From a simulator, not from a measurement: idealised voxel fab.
process module | voxel ribs on slabs
cross-section cut | 295 nm wide | cells 5 nm
A cross-section is a grid of square cells, given in bands from the top down. A band is one or more rows of cells.
Each band's line starts with the height of the band's top and of its bottom, in nm. Then come its materials from left to right, each with its width in nm. One material with "throughout" fills the band from edge to edge. "air" is empty space.
Height 0 is the level under which the wafer as received is all one material. The lowest band goes on downwards, as in "0 down".
A width such as "30 to 40" changes by the same amount from each row of cells to the next, from the band's top row to its bottom row.
"no change" after a step means that no cell of the cross-section changed.
closed voids: empty space of 8 cells or more with no open way to the top, each as width x height at its distance from the left edge, in nm
after a step's settings: what the simulator itself notes on the step
overlay nm, on a step with a mask: how far to the right of its planned place the mask lay; to the left if negative
plan
1 op RECEIVE | material Si
2 op DIRECTIONAL_DEP | material SiO2 | thk nm 25
3 op DIRECTIONAL_DEP | material polySi | thk nm 15
4 op PATTERN | tone cover | mask id RIB | material resist | width nm 30 | thk nm 15 | overlay nm 0
5 op DIRECTIONAL_ETCH | etch materials polySi | depth nm 5
6 op STRIP | etch materials resist
7 op MASKED_ETCH | tone cover | mask id SLAB | width nm 50 | etch materials polySi | depth nm 10 | overlay nm 0
8 op FILL_DEP | material SiO2 | thk nm 20
9 op CMP | height nm 55
10 op DIRECTIONAL_DEP | material TiN | thk nm 5
11 op MASKED_ETCH | tone cover | mask id HEATER | width nm 40 | etch materials TiN | depth nm 5 | overlay nm 0
12 op CONFORMAL_DEP | material SiN | thk nm 5
varied across the wafers: width nm of step 7. The plan shows the first wafer's value. All wafers start alike
first wafer as received, after step 1
  0 down: Si throughout
  closed voids: none
first wafer at the end, after step 12
  65 to 60: air 120 | SiN 50 | air 125
  60 to 55: SiN 125 | TiN 40 | SiN 130
  55 to 40: SiO2 throughout
  40 to 35: SiO2 130 | polySi 30 | SiO2 135
  35 to 25: SiO2 120 | polySi 50 | SiO2 125
  25 to 0: SiO2 throughout
  0 down: Si throughout
  closed voids: none
last wafer at the end
  65 to 60: air 120 | SiN 50 | air 125
  60 to 55: SiN 125 | TiN 40 | SiN 130
  55 to 40: SiO2 throughout
  40 to 35: SiO2 130 | polySi 30 | SiO2 135
  35 to 25: SiO2 110 | polySi 75 | SiO2 110
  25 to 0: SiO2 throughout
  0 down: Si throughout
  closed voids: none
each wafer at the end: cells of each material gained (+) or lost (-) since it was received, then its closed voids
width nm 50 | +61 SiN | +623 SiO2 | +8 TiN | +26 polySi | closed voids: none
width nm 55 | +61 SiN | +621 SiO2 | +8 TiN | +28 polySi | closed voids: none
width nm 60 | +61 SiN | +619 SiO2 | +8 TiN | +30 polySi | closed voids: none
width nm 65 | +61 SiN | +617 SiO2 | +8 TiN | +32 polySi | closed voids: none
width nm 70 | +61 SiN | +615 SiO2 | +8 TiN | +34 polySi | closed voids: none
width nm 75 | +61 SiN | +613 SiO2 | +8 TiN | +36 polySi | closed voids: none
